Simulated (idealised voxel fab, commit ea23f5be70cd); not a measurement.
The name of this process module is voxel double patterning.
Xsec cut, 265 nm wide, square cell size 5 nm.
For the purposes of this document, a cross-section shall be understood as a grid of square cells, specified as bands listed in top-to-bottom order, each band consisting of one or more rows of cells. First you get the band's top height and its bottom height, in nm, and then the materials it's made of, left to right, with each width in nm. If you see a single material with "everywhere", that one covers the band edge to edge. "empty" is empty space. Measure heights from 0. That's the level where, below it, the as-received wafer is all one material. The lowest band is bottomless and extends downward; write it as in "0..down". So if you see something like "30 to 40" for the width, read it as the top row of the band sitting at the first number and the bottom row at the second, with every row in between moving by the same amount as the last. Where the words "no modifications" appear for a step, the cross-section shows no cell changed by that step; every cell remained as before. Heads up: "Non-vented voids" only lists the empty pockets with no open path to the top that are 8 cells or more, and it writes them as width x height at distance, distance from the left edge, in nm. Text after the settings on a step's line: the simulator's own remark on that step. Steps that use a mask can have "overlay nm" on their line. It says how far the mask sat to the right of where it was meant to be. Negative means to the left.

### List of planned process steps
| 1 | op RECEIVE | material Si |
| 2 | op CONFORMAL_DEP | material SiO2 | thk nm 10 |
| 3 | op DIRECTIONAL_DEP | material W | thk nm 15 |
| 4 | op DIRECTIONAL_DEP | material SiCN | thk nm 10 |
| 5 | op MASKED_ETCH | tone open | mask id FIRST | width nm 15 | pitch nm 50 | etch materials SiCN | depth nm 10 | overlay nm 0 |
| 6 | op PATTERN | tone open | mask id SECOND | material resist | width nm 15 | thk nm 15 | overlay nm 0 |
| 7 | op DIRECTIONAL_ETCH | etch materials SiCN | depth nm 10 |
| 8 | op STRIP | etch materials resist |
| 9 | op DIRECTIONAL_ETCH | etch materials W | depth nm 15 |
| 10 | op STRIP | etch materials SiCN |

### First of two wafers: run as planned

### So this is the incoming wafer in cross-section - it's already been through step 1
    0..down  Si everywhere
    Non-vented voids: none

### The wafer in cross-section once step 2 is complete
    10..0  SiO2 everywhere
    Beneath the level 0, the cross-section is identical to its previous state.

### The wafer in cross-section once step 3 is complete
    25..10  W everywhere
    Beneath the level 10, the cross-section is identical to its previous state.

### The wafer in cross-section once step 4 is complete
    35..25  SiCN everywhere
    Beneath the level 25, the cross-section is identical to its previous state.

### The wafer in cross-section once step 5 is complete
    35..25  100 of SiCN, 15 of empty, 35 of SiCN, 15 of empty, 100 of SiCN
    Beneath the level 25, the cross-section is identical to its previous state.

### The wafer in cross-section once step 6 is complete
    50..35  125 of resist, 15 of empty, 125 of resist
    35..25  100 of SiCN, 15 of resist, 35 of SiCN, 15 of resist, 100 of SiCN
    Beneath the level 25, the cross-section is identical to its previous state.

### The wafer in cross-section once step 7 is complete
    50..35  125 of resist, 15 of empty, 125 of resist
    35..25  100 of SiCN, 15 of resist, 10 of SiCN, 15 of empty, 10 of SiCN, 15 of resist, 100 of SiCN
    Beneath the level 25, the cross-section is identical to its previous state.

### The wafer in cross-section once step 8 is complete
    35..25  100 of SiCN, 15 of empty, 10 of SiCN, 15 of empty, 10 of SiCN, 15 of empty, 100 of SiCN
    Beneath the level 25, the cross-section is identical to its previous state.

### The wafer in cross-section once step 9 is complete
    35..25  100 of SiCN, 15 of empty, 10 of SiCN, 15 of empty, 10 of SiCN, 15 of empty, 100 of SiCN
    25..10  100 of W, 15 of empty, 10 of W, 15 of empty, 10 of W, 15 of empty, 100 of W
    Beneath the level 10, the cross-section is identical to its previous state.

### The wafer in cross-section once step 10 is complete
    25..10  100 of W, 15 of empty, 10 of W, 15 of empty, 10 of W, 15 of empty, 100 of W
    Beneath the level 10, the cross-section is identical to its previous state.

### It is to be noted that the second wafer proceeded from the same initial state and according to the same plan as the first, although one mistake was committed in its execution; through step 1, inclusive, the two wafers share an identical history

### Here is the second wafer in cross-section at the point where step 2 of the plan should have been done
    15..0  W everywhere
    Beneath the level 0, the cross-section is identical to its previous state.

### Here is the second wafer in cross-section at the point where step 3 of the plan should have been done
    25..15  SiO2 everywhere
    Beneath the level 15, the cross-section is identical to its previous state.

### Here is the second wafer in cross-section at the point where step 4 of the plan should have been done
    35..25  SiCN everywhere
    Beneath the level 25, the cross-section is identical to its previous state.

### Here is the second wafer in cross-section at the point where step 5 of the plan should have been done
    35..25  100 of SiCN, 15 of empty, 35 of SiCN, 15 of empty, 100 of SiCN
    Beneath the level 25, the cross-section is identical to its previous state.

### Here is the second wafer in cross-section at the point where step 6 of the plan should have been done
    50..35  125 of resist, 15 of empty, 125 of resist
    35..25  100 of SiCN, 15 of resist, 35 of SiCN, 15 of resist, 100 of SiCN
    Beneath the level 25, the cross-section is identical to its previous state.

### Here is the second wafer in cross-section at the point where step 7 of the plan should have been done
    50..35  125 of resist, 15 of empty, 125 of resist
    35..25  100 of SiCN, 15 of resist, 10 of SiCN, 15 of empty, 10 of SiCN, 15 of resist, 100 of SiCN
    Beneath the level 25, the cross-section is identical to its previous state.

### Here is the second wafer in cross-section at the point where step 8 of the plan should have been done
    35..25  100 of SiCN, 15 of empty, 10 of SiCN, 15 of empty, 10 of SiCN, 15 of empty, 100 of SiCN
    Beneath the level 25, the cross-section is identical to its previous state.

Here is the second wafer in cross-section at the point where step 9 of the plan should have been done: no modifications

### Here is the second wafer in cross-section at the point where step 10 of the plan should have been done
    25..15  SiO2 everywhere
    Beneath the level 15, the cross-section is identical to its previous state.
Processing error: ran 2 and 3 in swapped order versus the plan
Cell-count delta at end, second wafer over first, by material: W +27
